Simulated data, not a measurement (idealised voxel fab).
This is a process module. Its name is voxel fin reveal.
FYI the section here is cut, 250 nm wide, cells are 5 nm squares.
A cross-section is a grid of square cells, given in bands from the top down. A band is one or more rows of cells.
Within each band entry, the heights of the top and of the bottom of the band appear first, in that order and in nm; the materials of the band then follow from left to right, each with its corresponding width in nm. The designation "throughout" on a single material indicates that it fills the band from edge to edge; the designation "air" indicates empty space.
Beneath 0, the wafer as received is one material, and that level is where height counting begins. The lowest band goes on downward without a bottom; it is written like "0 nm and below".
You'd read "30 to 40" like this: the band's top row of cells is as wide as the first number, its bottom row is as wide as the second, and going down, every row changes width by the same amount as the row before did.
Where a step carries "left unchanged", the cross-section came out of it unchanged, cell for cell.
Sealed voids: empty space of 8 cells or more with no open way to the top, each as width x height at its distance from the left edge, in nm
Step line, after settings: the simulator's comment on this step.
A step's line can hold "overlay nm"; with a mask on that step, the setting says how far right of the planned place the mask lay, while a negative setting says it lay to the left.
### The process steps that were planned are listed below
1 RECEIVE,material Si
2 CONFORMAL_DEP,material SiN,thk nm 10
3 DIRECTIONAL_DEP,material aC,thk nm 15
4 PATTERN,tone cover,mask id FINS,material resist,width nm 15,pitch nm 40,thk nm 35,overlay nm 0
5 DIRECTIONAL_ETCH,etch materials aC,depth nm 15
6 STRIP,etch materials resist
7 DIRECTIONAL_ETCH,etch materials SiN,depth nm 10
8 DIRECTIONAL_ETCH,etch materials Si,depth nm 30
9 STRIP,etch materials aC
10 OXIDIZE,depth nm 5
11 FILL_DEP,material SiO2,thk nm 5
12 CMP,height nm 10
13 SELECTIVE_ETCH,etch materials SiO2,depth nm 30
14 STRIP,etch materials SiN
15 CONFORMAL_DEP,material SiO2,thk nm 5
### First of two wafers, with the run carried out as planned
### Here's what the wafer looked like in cross-section when it arrived - that's after step 1
    0 nm and below  Si throughout
    Sealed voids: none
### Step 2 complete: cross-section through the wafer
    10 nm to 0 nm  SiN throughout
    Note: structure below 0 unchanged.
### Step 3 complete: cross-section through the wafer
    25 nm to 10 nm  aC throughout
    Note: structure below 10 unchanged.
### Step 4 complete: cross-section through the wafer
    60 nm to 25 nm  air (75); resist (15); air (25); resist (15); air (25); resist (15); air (80)
    Note: structure below 25 unchanged.
### Step 5 complete: cross-section through the wafer
    45 nm to 25 nm  air (75); resist (15); air (25); resist (15); air (25); resist (15); air (80)
    25 nm to 10 nm  air (75); aC (15); air (25); aC (15); air (25); aC (15); air (80)
    Note: structure below 10 unchanged.
### Step 6 complete: cross-section through the wafer
    25 nm to 10 nm  air (75); aC (15); air (25); aC (15); air (25); aC (15); air (80)
    Note: structure below 10 unchanged.
### Step 7 complete: cross-section through the wafer
    25 nm to 10 nm  air (75); aC (15); air (25); aC (15); air (25); aC (15); air (80)
    10 nm to 0 nm  air (75); SiN (15); air (25); SiN (15); air (25); SiN (15); air (80)
    Note: structure below 0 unchanged.
### Step 8 complete: cross-section through the wafer
    25 nm to 10 nm  air (75); aC (15); air (25); aC (15); air (25); aC (15); air (80)
    10 nm to 0 nm  air (75); SiN (15); air (25); SiN (15); air (25); SiN (15); air (80)
    0 nm to -30 nm  air (75); Si (15); air (25); Si (15); air (25); Si (15); air (80)
    Note: structure below -30 unchanged.
### Step 9 complete: cross-section through the wafer
    10 nm to 0 nm  air (75); SiN (15); air (25); SiN (15); air (25); SiN (15); air (80)
    Note: structure below 0 unchanged.
### Step 10 complete: cross-section through the wafer
    10 nm to 0 nm  air (75); SiN (15); air (25); SiN (15); air (25); SiN (15); air (80)
    0 nm to -30 nm  air (75); SiO2 (5); Si (5); SiO2 (5); air (25); SiO2 (5); Si (5); SiO2 (5); air (25); SiO2 (5); Si (5); SiO2 (5); air (80)
    -30 nm to -35 nm  SiO2 (80); Si (5); SiO2 (35); Si (5); SiO2 (35); Si (5); SiO2 (85)
    Note: structure below -35 unchanged.
### Step 11 complete: cross-section through the wafer
    15 nm to 10 nm  SiO2 throughout
    10 nm to 0 nm  SiO2 (75); SiN (15); SiO2 (25); SiN (15); SiO2 (25); SiN (15); SiO2 (80)
    0 nm to -35 nm  SiO2 (80); Si (5); SiO2 (35); Si (5); SiO2 (35); Si (5); SiO2 (85)
    Note: structure below -35 unchanged.
### Step 12 complete: cross-section through the wafer
    10 nm to 0 nm  SiO2 (75); SiN (15); SiO2 (25); SiN (15); SiO2 (25); SiN (15); SiO2 (80)
    Note: structure below 0 unchanged.
### Step 13 complete: cross-section through the wafer
    10 nm to 0 nm  air (75); SiN (15); air (25); SiN (15); air (25); SiN (15); air (80)
    0 nm to -20 nm  air (80); Si (5); air (35); Si (5); air (35); Si (5); air (85)
    Note: structure below -20 unchanged.
### Step 14 complete: cross-section through the wafer
    0 nm to -20 nm  air (80); Si (5); air (35); Si (5); air (35); Si (5); air (85)
    Note: structure below -20 unchanged.
### Step 15 complete: cross-section through the wafer
    5 nm to 0 nm  air (75); SiO2 (15); air (25); SiO2 (15); air (25); SiO2 (15); air (80)
    0 nm to -15 nm  air (75); SiO2 (5); Si (5); SiO2 (5); air (25); SiO2 (5); Si (5); SiO2 (5); air (25); SiO2 (5); Si (5); SiO2 (5); air (80)
    -15 nm to -35 nm  SiO2 (80); Si (5); SiO2 (35); Si (5); SiO2 (35); Si (5); SiO2 (85)
    Note: structure below -35 unchanged.
### Wafer two of two - same starting point, same process plan, one mistake in execution; matches wafer one up to and including step 3
### Second wafer, sectioned view, at step 4's planned end time
    60 nm to 25 nm  air (70); resist (25); air (15); resist (25); air (15); resist (25); air (75)
    Note: structure below 25 unchanged.
### Second wafer, sectioned view, at step 5's planned end time
    45 nm to 25 nm  air (70); resist (25); air (15); resist (25); air (15); resist (25); air (75)
    25 nm to 10 nm  air (70); aC (25); air (15); aC (25); air (15); aC (25); air (75)
    Note: structure below 10 unchanged.
### Second wafer, sectioned view, at step 6's planned end time
    25 nm to 10 nm  air (70); aC (25); air (15); aC (25); air (15); aC (25); air (75)
    Note: structure below 10 unchanged.
### Second wafer, sectioned view, at step 7's planned end time
    25 nm to 10 nm  air (70); aC (25); air (15); aC (25); air (15); aC (25); air (75)
    10 nm to 0 nm  air (70); SiN (25); air (15); SiN (25); air (15); SiN (25); air (75)
    Note: structure below 0 unchanged.
### Second wafer, sectioned view, at step 8's planned end time
    25 nm to 10 nm  air (70); aC (25); air (15); aC (25); air (15); aC (25); air (75)
    10 nm to 0 nm  air (70); SiN (25); air (15); SiN (25); air (15); SiN (25); air (75)
    0 nm to -30 nm  air (70); Si (25); air (15); Si (25); air (15); Si (25); air (75)
    Note: structure below -30 unchanged.
### Second wafer, sectioned view, at step 9's planned end time
    10 nm to 0 nm  air (70); SiN (25); air (15); SiN (25); air (15); SiN (25); air (75)
    Note: structure below 0 unchanged.
### Second wafer, sectioned view, at step 10's planned end time
    10 nm to 0 nm  air (70); SiN (25); air (15); SiN (25); air (15); SiN (25); air (75)
    0 nm to -30 nm  air (70); SiO2 (5); Si (15); SiO2 (5); air (15); SiO2 (5); Si (15); SiO2 (5); air (15); SiO2 (5); Si (15); SiO2 (5); air (75)
    -30 nm to -35 nm  SiO2 (75); Si (15); SiO2 (25); Si (15); SiO2 (25); Si (15); SiO2 (80)
    Note: structure below -35 unchanged.
### Second wafer, sectioned view, at step 11's planned end time
    15 nm to 10 nm  SiO2 throughout
    10 nm to 0 nm  SiO2 (70); SiN (25); SiO2 (15); SiN (25); SiO2 (15); SiN (25); SiO2 (75)
    0 nm to -35 nm  SiO2 (75); Si (15); SiO2 (25); Si (15); SiO2 (25); Si (15); SiO2 (80)
    Note: structure below -35 unchanged.
### Second wafer, sectioned view, at step 12's planned end time
    10 nm to 0 nm  SiO2 (70); SiN (25); SiO2 (15); SiN (25); SiO2 (15); SiN (25); SiO2 (75)
    Note: structure below 0 unchanged.
### Second wafer, sectioned view, at step 13's planned end time
    10 nm to 0 nm  air (70); SiN (25); air (15); SiN (25); air (15); SiN (25); air (75)
    0 nm to -20 nm  air (75); Si (15); air (25); Si (15); air (25); Si (15); air (80)
    Note: structure below -20 unchanged.
### Second wafer, sectioned view, at step 14's planned end time
    0 nm to -20 nm  air (75); Si (15); air (25); Si (15); air (25); Si (15); air (80)
    Note: structure below -20 unchanged.
### Second wafer, sectioned view, at step 15's planned end time
    5 nm to 0 nm  air (70); SiO2 (25); air (15); SiO2 (25); air (15); SiO2 (25); air (75)
    0 nm to -15 nm  air (70); SiO2 (5); Si (15); SiO2 (5); air (15); SiO2 (5); Si (15); SiO2 (5); air (15); SiO2 (5); Si (15); SiO2 (5); air (75)
    -15 nm to -35 nm  SiO2 (75); Si (15); SiO2 (25); Si (15); SiO2 (25); Si (15); SiO2 (80)
    Note: structure below -35 unchanged.
The plan and the run diverged here: rather than as planned, step 4 actually ran as PATTERN,tone cover,mask id FINS,material resist,width nm 25,pitch nm 40,thk nm 35,overlay nm 0
Once processing is complete, comparing cell counts shows that the second wafer has more or fewer of certain materials than the first: 42 more of Si, 18 fewer of SiO2
